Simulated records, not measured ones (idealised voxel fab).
Herein follows the process module entitled voxel air gaps.
In the cross-section labelled cut, the width is 195 nm and each square cell is 5 nm.
Cross-section spec: square-cell grid; bands listed top down; each band is one or more rows. The band entry comprises the height of the band's top followed by the height of its bottom, expressed in nm, and subsequently the band's materials from left to right, each stated together with its width in nm. Where a single material is marked with the word "everywhere", that material fills the band from edge to edge. The word "blank" represents empty space. Measure heights from 0. That's the level where, below it, the as-received wafer is all one material. The lowest band is bottomless and extends downward; write it as in "from 0 down". The expression "30->40" gives the width at the extremes of the band, the first number at its top row of cells and the second at its bottom row, with the width changing by equal amounts from each row to the next in between. The designation "nothing altered", where it is given for a processing step, indicates that no cell of the cross-section was altered in the course of that step. Under "Cavities, closed" you'll find the enclosed gaps, the ones with no way out to the top, that are 8 cells or bigger; each reads width x height at distance, with distance counted from the left edge, everything in nm. Where a step's line continues beyond its settings, the continuation is a remark by the simulator itself on that step. overlay nm: on a step with a mask, how far right of its planned place the mask lay; negative means left.

Steps planned for the process:
1 RECEIVE: material Si
2 CONFORMAL_DEP: material SiO2, thk nm 10
3 CONFORMAL_DEP: material SiN, thk nm 5
4 DIRECTIONAL_DEP: material lowk, thk nm 35
5 DIRECTIONAL_DEP: material aC, thk nm 15
6 PATTERN: tone open, mask id LINES, material resist, width nm 15, pitch nm 45, thk nm 30, overlay nm 0
7 DIRECTIONAL_ETCH: etch materials aC, depth nm 15
8 STRIP: etch materials resist
9 DIRECTIONAL_ETCH: etch materials lowk, depth nm 35
10 STRIP: etch materials aC
11 CONFORMAL_DEP: material TiN, thk nm 5
12 FILL_DEP: material Cu, thk nm 5
13 CMP: height nm 50
14 EPI: material Ru, thk nm 10
15 SELECTIVE_ETCH: etch materials lowk, depth nm 45
16 CONFORMAL_DEP: material SiN, thk nm 5

Received-state cross-section, reflecting completion of step 1:
  from 0 down | Si everywhere
  Cavities, closed: none

Looking at the first of two wafers in cross-section at end of module - ran to plan:
  from 65 to 60 | 30 of blank / 135 of SiN / 30 of blank
  from 60 to 50 | 30 of blank / 5 of SiN / 35 of Ru / 10 of SiN / 35 of Ru / 10 of SiN / 35 of Ru / 5 of SiN / 30 of blank
  from 50 to 45 | 30 of blank / 15 of SiN / 5 of TiN / 5 of Cu / 5 of TiN / 30 of SiN / 5 of TiN / 5 of Cu / 5 of TiN / 30 of SiN / 5 of TiN / 5 of Cu / 5 of TiN / 15 of SiN / 30 of blank
  from 45 to 20 | 40 of blank / 5 of SiN / 5 of TiN / 5 of Cu / 5 of TiN / 5 of SiN / 20 of blank / 5 of SiN / 5 of TiN / 5 of Cu / 5 of TiN / 5 of SiN / 20 of blank / 5 of SiN / 5 of TiN / 5 of Cu / 5 of TiN / 5 of SiN / 40 of blank
  from 20 to 15 | 45 of SiN / 15 of TiN / 30 of SiN / 15 of TiN / 30 of SiN / 15 of TiN / 45 of SiN
  from 15 to 10 | SiN everywhere
  from 10 to 0 | SiO2 everywhere
  from 0 down | Si everywhere
  Cavities, closed: 20 x 25 at 65; 20 x 25 at 110

Cross-section of the latter of the two wafers at module completion. It had an identical start and an identical plan to the former; in running it, one mistake was made:
  from 75 to 70 | 20 of blank / 155 of SiN / 20 of blank
  from 70 to 50 | 20 of blank / 5 of SiN / 145 of Ru / 5 of SiN / 20 of blank
  from 50 to 45 | 20 of blank / 25 of SiN / 5 of TiN / 5 of Cu / 5 of TiN / 30 of lowk / 5 of TiN / 5 of Cu / 5 of TiN / 30 of lowk / 5 of TiN / 5 of Cu / 5 of TiN / 25 of SiN / 20 of blank
  from 45 to 20 | 40 of blank / 5 of SiN / 5 of TiN / 5 of Cu / 5 of TiN / 30 of lowk / 5 of TiN / 5 of Cu / 5 of TiN / 30 of lowk / 5 of TiN / 5 of Cu / 5 of TiN / 5 of SiN / 40 of blank
  from 20 to 15 | 45 of SiN / 15 of TiN / 30 of lowk / 15 of TiN / 30 of lowk / 15 of TiN / 45 of SiN
  from 15 to 10 | SiN everywhere
  from 10 to 0 | SiO2 everywhere
  from 0 down | Si everywhere
  Cavities, closed: none
Against the plan, the run slipped here: twice over, step 14 of the plan was run
The closing comparison, in cells, has the second wafer with more or fewer of some materials than the first: +74 Ru; -40 SiN; +84 lowk
On completion, 0 closed voids are found in the second wafer, whereas the first wafer has 2.
